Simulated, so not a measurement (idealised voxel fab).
This is a process module. Its name is voxel ribs on slabs.
Each square cell in cross-section cut measures 5 nm, and the section as a whole is 265 nm wide.
We lay out every cross-section as a grid of square cells and spell it out in bands from the top down, where one band means one or more rows of cells. A band entry consists of two parts. The first gives the height of the band's top and the height of its bottom, in nm. The rest lists the band's materials from left to right, each with its width in nm. A single material labelled with the word "everywhere" fills the band from edge to edge, and the word "air" marks empty space. Heights from 0 (as-received wafer is one material below). Bottom band endless downward, as "0 -> down". A two-number width, for instance "30 to 40", indicates that the width is equal to the first number in the top row of the band and to the second number in the bottom row, and that it changes by a constant amount per row of cells. Where a step carries "identical to before", the cross-section came out of it unchanged, cell for cell. This entry, "Enclosed void entries", enumerates those empty regions of no fewer than 8 cells that possess no open connection to the top. Each region is reported in the form width x height at distance, the distance being taken from the left edge, with all three quantities expressed in nm. If you see something after the settings on a step's line, that's the simulator's own remark about that step. Steps that use a mask can have "overlay nm" on their line. It says how far the mask sat to the right of where it was meant to be. Negative means to the left.
So here's the lineup of process steps we planned
1,RECEIVE,material Si
2,DIRECTIONAL_DEP,material SiO2,thk nm 20
3,DIRECTIONAL_DEP,material polySi,thk nm 20
4,PATTERN,tone cover,mask id RIB,material resist,width nm 30,thk nm 15,overlay nm 0
5,DIRECTIONAL_ETCH,etch materials polySi,depth nm 5
6,STRIP,etch materials resist
7,PATTERN,tone cover,mask id SLAB,material resist,width nm 90,thk nm 20,overlay nm 0
8,DIRECTIONAL_ETCH,etch materials polySi,depth nm 15
9,STRIP,etch materials resist
10,FILL_DEP,material SiO2,thk nm 30
11,CMP,height nm 60
12,DIRECTIONAL_DEP,material TiN,thk nm 10
13,PATTERN,tone cover,mask id HEATER,material resist,width nm 40,thk nm 15,overlay nm 0
14,DIRECTIONAL_ETCH,etch materials TiN,depth nm 10
15,STRIP,etch materials resist
16,CONFORMAL_DEP,material SiN,thk nm 5
On the first of the two wafers: run conducted according to plan
Shown in cross-section is the wafer as received, that is, as it stands after step 1
* 0 -> down: Si everywhere
* Enclosed void entries: none
Wafer xsec, post step 2
* 20 -> 0: SiO2 everywhere
* All layers under 0 are left as they were.
Wafer xsec, post step 3
* 40 -> 20: polySi everywhere
* All layers under 20 are left as they were.
Wafer xsec, post step 4
* 55 -> 40: 115 nm air | 30 nm resist | 120 nm air
* All layers under 40 are left as they were.
Wafer xsec, post step 5
* 55 -> 40: 115 nm air | 30 nm resist | 120 nm air
* 40 -> 35: 115 nm air | 30 nm polySi | 120 nm air
* All layers under 35 are left as they were.
Wafer xsec, post step 6
* 40 -> 35: 115 nm air | 30 nm polySi | 120 nm air
* All layers under 35 are left as they were.
Wafer xsec, post step 7
* 60 -> 40: 85 nm air | 90 nm resist | 90 nm air
* 40 -> 35: 85 nm air | 30 nm resist | 30 nm polySi | 30 nm resist | 90 nm air
* All layers under 35 are left as they were.
Wafer xsec, post step 8
* 60 -> 40: 85 nm air | 90 nm resist | 90 nm air
* 40 -> 35: 85 nm air | 30 nm resist | 30 nm polySi | 30 nm resist | 90 nm air
* 35 -> 20: 85 nm air | 90 nm polySi | 90 nm air
* All layers under 20 are left as they were.
Wafer xsec, post step 9
* 40 -> 35: 115 nm air | 30 nm polySi | 120 nm air
* All layers under 35 are left as they were.
Wafer xsec, post step 10
* 70 -> 40: SiO2 everywhere
* 40 -> 35: 115 nm SiO2 | 30 nm polySi | 120 nm SiO2
* 35 -> 20: 85 nm SiO2 | 90 nm polySi | 90 nm SiO2
* All layers under 20 are left as they were.
Wafer xsec, post step 11
* 60 -> 40: SiO2 everywhere
* All layers under 40 are left as they were.
Wafer xsec, post step 12
* 70 -> 60: TiN everywhere
* All layers under 60 are left as they were.
Wafer xsec, post step 13
* 85 -> 70: 110 nm air | 40 nm resist | 115 nm air
* All layers under 70 are left as they were.
Wafer xsec, post step 14
* 85 -> 70: 110 nm air | 40 nm resist | 115 nm air
* 70 -> 60: 110 nm air | 40 nm TiN | 115 nm air
* All layers under 60 are left as they were.
Wafer xsec, post step 15
* 70 -> 60: 110 nm air | 40 nm TiN | 115 nm air
* All layers under 60 are left as they were.
Wafer xsec, post step 16
* 75 -> 70: 105 nm air | 50 nm SiN | 110 nm air
* 70 -> 65: 105 nm air | 5 nm SiN | 40 nm TiN | 5 nm SiN | 110 nm air
* 65 -> 60: 110 nm SiN | 40 nm TiN | 115 nm SiN
* All layers under 60 are left as they were.
For the second wafer, take the first wafer's start and plan, then add one mistake made in running it; everything through step 12, that step included, is shared with the first
Second wafer cross-section, taken as of the time the plan sets for step 13 to be done
* 85 -> 70: 110 nm resist | 40 nm air | 115 nm resist
* All layers under 70 are left as they were.
Second wafer cross-section, taken as of the time the plan sets for step 14 to be done
* 85 -> 70: 110 nm resist | 40 nm air | 115 nm resist
* 70 -> 60: 110 nm TiN | 40 nm air | 115 nm TiN
* All layers under 60 are left as they were.
Second wafer cross-section, taken as of the time the plan sets for step 15 to be done
* 70 -> 60: 110 nm TiN | 40 nm air | 115 nm TiN
* All layers under 60 are left as they were.
Second wafer cross-section, taken as of the time the plan sets for step 16 to be done
* 75 -> 70: 115 nm SiN | 30 nm air | 120 nm SiN
* 70 -> 65: 110 nm TiN | 5 nm SiN | 30 nm air | 5 nm SiN | 115 nm TiN
* 65 -> 60: 110 nm TiN | 40 nm SiN | 115 nm TiN
* All layers under 60 are left as they were.
Want to know what went wrong? step 13 ran differently from the plan; actual operation with settings: PATTERN,tone open,mask id HEATER,material resist,width nm 40,thk nm 15,overlay nm 0
Looking at both finished wafers in cells, the second ends up ahead of or behind the first on some materials: 74 more of TiN
